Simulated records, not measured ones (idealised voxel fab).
process module | voxel self aligned vias
cross-section cut | 240 nm wide | cells 5 nm
A cross-section is a grid of square cells, given in bands from the top down. A band is one or more rows of cells.
Each band's line starts with the height of the band's top and of its bottom, in nm. Then come its materials from left to right, each with its width in nm. One material with "throughout" fills the band from edge to edge. "air" is empty space.
Height 0 is the level under which the wafer as received is all one material. The lowest band goes on downwards, as in "0 down".
A width such as "30 to 40" changes by the same amount from each row of cells to the next, from the band's top row to its bottom row.
"no change" after a step means that no cell of the cross-section changed.
closed voids: empty space of 8 cells or more with no open way to the top, each as width x height at its distance from the left edge, in nm
after a step's settings: what the simulator itself notes on the step
overlay nm, on a step with a mask: how far to the right of its planned place the mask lay; to the left if negative
plan
1 op RECEIVE | material Si
2 op CONFORMAL_DEP | material SiO2 | thk nm 15
3 op CONFORMAL_DEP | material SiCN | thk nm 5
4 op DIRECTIONAL_DEP | material lowk | thk nm 25
5 op DIRECTIONAL_DEP | material aC | thk nm 15
6 op PATTERN | tone open | mask id LINES | material resist | width nm 25 | pitch nm 65 | thk nm 35 | overlay nm 0
7 op DIRECTIONAL_ETCH | etch materials aC | depth nm 15
8 op STRIP | etch materials resist
9 op DIRECTIONAL_ETCH | etch materials lowk | depth nm 25
10 op STRIP | etch materials aC
11 op CONFORMAL_DEP | material TiN | thk nm 5
12 op FILL_DEP | material W | thk nm 5
13 op CMP | height nm 45
14 op SELECTIVE_ETCH | etch materials W Ru TiN | depth nm 10
15 op FILL_DEP | material SiN | thk nm 5
16 op CMP | height nm 45
17 op DIRECTIONAL_DEP | material lowk | thk nm 15
18 op MASKED_ETCH | tone open | mask id VIAS | width nm 35 | pitch nm 130 | etch materials lowk | depth nm 15 | overlay nm 0
19 op MASKED_ETCH | tone open | mask id VIAS | width nm 35 | pitch nm 130 | etch materials SiN | depth nm 10 | overlay nm 0
20 op CONFORMAL_DEP | material TiN | thk nm 5
21 op FILL_DEP | material Cu | thk nm 5
22 op CMP | height nm 60
23 op CONFORMAL_DEP | material SiCN | thk nm 5
first wafer, as planned
as received, after step 1
  0 down: Si throughout
  closed voids: none
after step 2
  15 to 0: SiO2 throughout
  below 0: unchanged
after step 3
  20 to 15: SiCN throughout
  below 15: unchanged
after step 4
  45 to 20: lowk throughout
  below 20: unchanged
after step 5
  60 to 45: aC throughout
  below 45: unchanged
after step 6
  95 to 60: resist 40 | air 25 | resist 40 | air 25 | resist 40 | air 25 | resist 45
  below 60: unchanged
after step 7
  80 to 60: resist 40 | air 25 | resist 40 | air 25 | resist 40 | air 25 | resist 45
  60 to 45: aC 40 | air 25 | aC 40 | air 25 | aC 40 | air 25 | aC 45
  below 45: unchanged
after step 8
  60 to 45: aC 40 | air 25 | aC 40 | air 25 | aC 40 | air 25 | aC 45
  below 45: unchanged
after step 9
  60 to 45: aC 40 | air 25 | aC 40 | air 25 | aC 40 | air 25 | aC 45
  45 to 20: lowk 40 | air 25 | lowk 40 | air 25 | lowk 40 | air 25 | lowk 45
  below 20: unchanged
after step 10
  45 to 20: lowk 40 | air 25 | lowk 40 | air 25 | lowk 40 | air 25 | lowk 45
  below 20: unchanged
after step 11
  50 to 45: TiN 45 | air 15 | TiN 50 | air 15 | TiN 50 | air 15 | TiN 50
  45 to 25: lowk 40 | TiN 5 | air 15 | TiN 5 | lowk 40 | TiN 5 | air 15 | TiN 5 | lowk 40 | TiN 5 | air 15 | TiN 5 | lowk 45
  25 to 20: lowk 40 | TiN 25 | lowk 40 | TiN 25 | lowk 40 | TiN 25 | lowk 45
  below 20: unchanged
after step 12
  55 to 50: W throughout
  50 to 45: TiN 45 | W 15 | TiN 50 | W 15 | TiN 50 | W 15 | TiN 50
  45 to 25: lowk 40 | TiN 5 | W 15 | TiN 5 | lowk 40 | TiN 5 | W 15 | TiN 5 | lowk 40 | TiN 5 | W 15 | TiN 5 | lowk 45
  below 25: unchanged
after step 13
  45 to 25: lowk 40 | TiN 5 | W 15 | TiN 5 | lowk 40 | TiN 5 | W 15 | TiN 5 | lowk 40 | TiN 5 | W 15 | TiN 5 | lowk 45
  below 25: unchanged
after step 14
  45 to 35: lowk 40 | air 25 | lowk 40 | air 25 | lowk 40 | air 25 | lowk 45
  below 35: unchanged
after step 15
  50 to 45: SiN throughout
  45 to 35: lowk 40 | SiN 25 | lowk 40 | SiN 25 | lowk 40 | SiN 25 | lowk 45
  below 35: unchanged
after step 16
  45 to 35: lowk 40 | SiN 25 | lowk 40 | SiN 25 | lowk 40 | SiN 25 | lowk 45
  below 35: unchanged
after step 17
  60 to 45: lowk throughout
  below 45: unchanged
after step 18
  60 to 45: lowk 35 | air 35 | lowk 95 | air 35 | lowk 40
  below 45: unchanged
after step 19
  60 to 45: lowk 35 | air 35 | lowk 95 | air 35 | lowk 40
  45 to 35: lowk 40 | air 25 | lowk 40 | SiN 25 | lowk 40 | air 25 | lowk 45
  below 35: unchanged
after step 20
  65 to 60: TiN 40 | air 25 | TiN 105 | air 25 | TiN 45
  60 to 50: lowk 35 | TiN 5 | air 25 | TiN 5 | lowk 95 | TiN 5 | air 25 | TiN 5 | lowk 40
  50 to 45: lowk 35 | TiN 10 | air 15 | TiN 10 | lowk 95 | TiN 10 | air 15 | TiN 10 | lowk 40
  45 to 40: lowk 40 | TiN 5 | air 15 | TiN 5 | lowk 40 | SiN 25 | lowk 40 | TiN 5 | air 15 | TiN 5 | lowk 45
  40 to 35: lowk 40 | TiN 25 | lowk 40 | SiN 25 | lowk 40 | TiN 25 | lowk 45
  below 35: unchanged
after step 21
  70 to 65: Cu throughout
  65 to 60: TiN 40 | Cu 25 | TiN 105 | Cu 25 | TiN 45
  60 to 50: lowk 35 | TiN 5 | Cu 25 | TiN 5 | lowk 95 | TiN 5 | Cu 25 | TiN 5 | lowk 40
  50 to 45: lowk 35 | TiN 10 | Cu 15 | TiN 10 | lowk 95 | TiN 10 | Cu 15 | TiN 10 | lowk 40
  45 to 40: lowk 40 | TiN 5 | Cu 15 | TiN 5 | lowk 40 | SiN 25 | lowk 40 | TiN 5 | Cu 15 | TiN 5 | lowk 45
  below 40: unchanged
after step 22
  60 to 50: lowk 35 | TiN 5 | Cu 25 | TiN 5 | lowk 95 | TiN 5 | Cu 25 | TiN 5 | lowk 40
  below 50: unchanged
after step 23
  65 to 60: SiCN throughout
  below 60: unchanged
second wafer: like start, like plan, one mistake. Through step 17 it matches the first wafer
when step 18 should have ended
  60 to 45: lowk 30 | air 45 | lowk 85 | air 45 | lowk 35
  below 45: unchanged
when step 19 should have ended
  60 to 45: lowk 30 | air 45 | lowk 85 | air 45 | lowk 35
  45 to 35: lowk 40 | air 25 | lowk 40 | SiN 25 | lowk 40 | air 25 | lowk 45
  below 35: unchanged
when step 20 should have ended
  65 to 60: TiN 35 | air 35 | TiN 95 | air 35 | TiN 40
  60 to 50: lowk 30 | TiN 5 | air 35 | TiN 5 | lowk 85 | TiN 5 | air 35 | TiN 5 | lowk 35
  50 to 45: lowk 30 | TiN 15 | air 15 | TiN 15 | lowk 85 | TiN 15 | air 15 | TiN 15 | lowk 35
  45 to 40: lowk 40 | TiN 5 | air 15 | TiN 5 | lowk 40 | SiN 25 | lowk 40 | TiN 5 | air 15 | TiN 5 | lowk 45
  40 to 35: lowk 40 | TiN 25 | lowk 40 | SiN 25 | lowk 40 | TiN 25 | lowk 45
  below 35: unchanged
when step 21 should have ended
  70 to 65: Cu throughout
  65 to 60: TiN 35 | Cu 35 | TiN 95 | Cu 35 | TiN 40
  60 to 50: lowk 30 | TiN 5 | Cu 35 | TiN 5 | lowk 85 | TiN 5 | Cu 35 | TiN 5 | lowk 35
  50 to 45: lowk 30 | TiN 15 | Cu 15 | TiN 15 | lowk 85 | TiN 15 | Cu 15 | TiN 15 | lowk 35
  45 to 40: lowk 40 | TiN 5 | Cu 15 | TiN 5 | lowk 40 | SiN 25 | lowk 40 | TiN 5 | Cu 15 | TiN 5 | lowk 45
  below 40: unchanged
when step 22 should have ended
  60 to 50: lowk 30 | TiN 5 | Cu 35 | TiN 5 | lowk 85 | TiN 5 | Cu 35 | TiN 5 | lowk 35
  below 50: unchanged
when step 23 should have ended
  65 to 60: SiCN throughout
  below 60: unchanged
what went wrong: step 18 ran as: op MASKED_ETCH | tone open | mask id VIAS | width nm 45 | pitch nm 130 | etch materials lowk | depth nm 15 | overlay nm 0
at the end the second wafer has, in cells: 8 more of Cu | 4 more of TiN | 12 fewer of lowk
